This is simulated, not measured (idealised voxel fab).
Process module heading - voxel capacitor over wiring
FYI the section here is cut, 195 nm wide, cells are 5 nm squares.
Notation: cross-section as square-cell grid; stated in bands, top first, going down; one or more cell rows per band. Top, bottom (nm), then materials left to right with widths (nm); lone material tagged "everywhere" fills the whole band edge to edge; "empty" = empty space. Height reference: 0 = level under which incoming wafer is all one material. Lowest band: no bottom, runs on downward, e.g. "0 and below". When a width is written as two numbers, as in "30 to 40", the first number is the width in the top row of cells of the band and the second is the width in its bottom row, and the width changes by the same amount from each row to the next. The cross-section has no changed cell in any step marked "no alterations made". The entry titled "Unvented cavities" provides the empty spaces that have no open way to the top, restricted to those of 8 cells or more. Each is presented as width x height at distance, the distance being measured from the left edge, with all three in nm. The remark found on a step's line after its settings is issued by the simulator itself and pertains to that step. Regarding "overlay nm": on a step with a mask, it is the distance the mask lay to the right of its planned place; a negative value places it to the left.
# Planned step list for the process
1. RECEIVE [material Si]
2. CONFORMAL_DEP [material SiO2] [thk nm 10]
3. CONFORMAL_DEP [material SiCN] [thk nm 5]
4. DIRECTIONAL_DEP [material lowk] [thk nm 15]
5. PATTERN [tone open] [mask id METAL_1] [material resist] [width nm 25] [pitch nm 80] [thk nm 15] [overlay nm 0]
6. DIRECTIONAL_ETCH [etch materials lowk] [depth nm 15]
7. DIRECTIONAL_ETCH [etch materials SiCN] [depth nm 5]
8. STRIP [etch materials resist]
9. CONFORMAL_DEP [material TiN] [thk nm 5]
10. FILL_DEP [material Cu] [thk nm 10]
11. CMP [height nm 30]
12. EPI [material Ru] [thk nm 5]
13. FILL_DEP [material SiCN] [thk nm 5]
14. DIRECTIONAL_DEP [material lowk] [thk nm 10]
15. MASKED_ETCH [tone open] [mask id PLUG_1] [width nm 15] [etch materials lowk] [depth nm 10] [overlay nm 0]
16. MASKED_ETCH [tone open] [mask id PLUG_1] [width nm 15] [etch materials SiCN] [depth nm 5] [overlay nm 0]
17. EPI [material Ru] [thk nm 10]
18. EPI [material Ru] [thk nm 5]
19. DIRECTIONAL_DEP [material TiN] [thk nm 10]
20. DIRECTIONAL_DEP [material SiN] [thk nm 5]
21. DIRECTIONAL_DEP [material TiN] [thk nm 10]
22. DIRECTIONAL_DEP [material aC] [thk nm 10]
23. PATTERN [tone cover] [mask id UPPER_PLATE] [material resist] [width nm 60] [thk nm 30] [overlay nm 0]
24. DIRECTIONAL_ETCH [etch materials aC] [depth nm 10]
25. STRIP [etch materials resist]
26. DIRECTIONAL_ETCH [etch materials TiN] [depth nm 10]
27. DIRECTIONAL_ETCH [etch materials SiN] [depth nm 5]
28. STRIP [etch materials aC]
29. MASKED_ETCH [tone cover] [mask id LOWER_PLATE] [width nm 70] [etch materials TiN] [depth nm 10] [overlay nm 0]
30. FILL_DEP [material SiO2] [thk nm 15]
31. CMP [height nm 85]
32. PATTERN [tone open] [mask id PLUG_2] [material resist] [width nm 15] [thk nm 20] [overlay nm 0]
33. DIRECTIONAL_ETCH [etch materials SiO2] [depth nm 10]
34. STRIP [etch materials resist]
35. CONFORMAL_DEP [material TiN] [thk nm 5]
36. FILL_DEP [material Cu] [thk nm 5]
37. CMP [height nm 85]
38. CONFORMAL_DEP [material SiCN] [thk nm 5]
# Cross-sectional view of the wafer in its as-received condition, corresponding to the state after step 1
  0 and below: Si everywhere
  Unvented cavities: none
# First of two wafers at the end of the module, shown in cross-section; run carried out as planned
  90 down to 85: SiCN everywhere
  85 down to 80: SiO2=65; TiN=5; Cu=5; TiN=5; SiO2=115
  80 down to 75: SiO2=65; TiN=15; SiO2=115
  75 down to 65: SiO2=55; TiN=60; SiO2=80
  65 down to 60: SiO2=55; SiN=60; SiO2=80
  60 down to 50: SiO2=50; TiN=70; SiO2=75
  50 down to 40: lowk=55; Ru=15; lowk=125
  40 down to 35: SiCN=55; Ru=15; SiCN=125
  35 down to 30: SiCN=40; Ru=35; SiCN=45; Ru=35; SiCN=40
  30 down to 15: lowk=45; TiN=5; Cu=15; TiN=5; lowk=55; TiN=5; Cu=15; TiN=5; lowk=45
  15 down to 10: SiCN=45; TiN=25; SiCN=55; TiN=25; SiCN=45
  10 down to 0: SiO2 everywhere
  0 and below: Si everywhere
  Unvented cavities: none
# Wafer two cross-section, module end. Start and plan unchanged from wafer one; one mistake made during the run
  90 down to 85: SiCN everywhere
  85 down to 80: SiO2=65; TiN=5; Cu=5; TiN=5; SiO2=115
  80 down to 75: SiO2=65; TiN=15; SiO2=115
  75 down to 65: SiO2=55; TiN=60; SiO2=80
  65 down to 60: SiO2=55; SiN=60; SiO2=80
  60 down to 50: SiO2=50; TiN=70; SiO2=75
  50 down to 40: lowk=55; Ru=15; lowk=125
  40 down to 35: SiCN=55; Ru=15; SiCN=125
  35 down to 30: SiCN=45; Ru=35; SiCN=45; Ru=35; SiCN=35
  30 down to 15: lowk=50; TiN=5; Cu=15; TiN=5; lowk=55; TiN=5; Cu=15; TiN=5; lowk=40
  15 down to 10: SiCN=50; TiN=25; SiCN=55; TiN=25; SiCN=40
  10 down to 0: SiO2 everywhere
  0 and below: Si everywhere
  Unvented cavities: none
what went wrong: note that step 5 departed from the planned setting and was carried out as PATTERN [tone open] [mask id METAL_1] [material resist] [width nm 25] [pitch nm 80] [thk nm 15] [overlay nm 5]
Final wafers compared: equal cell tally per material, rearranged layout.
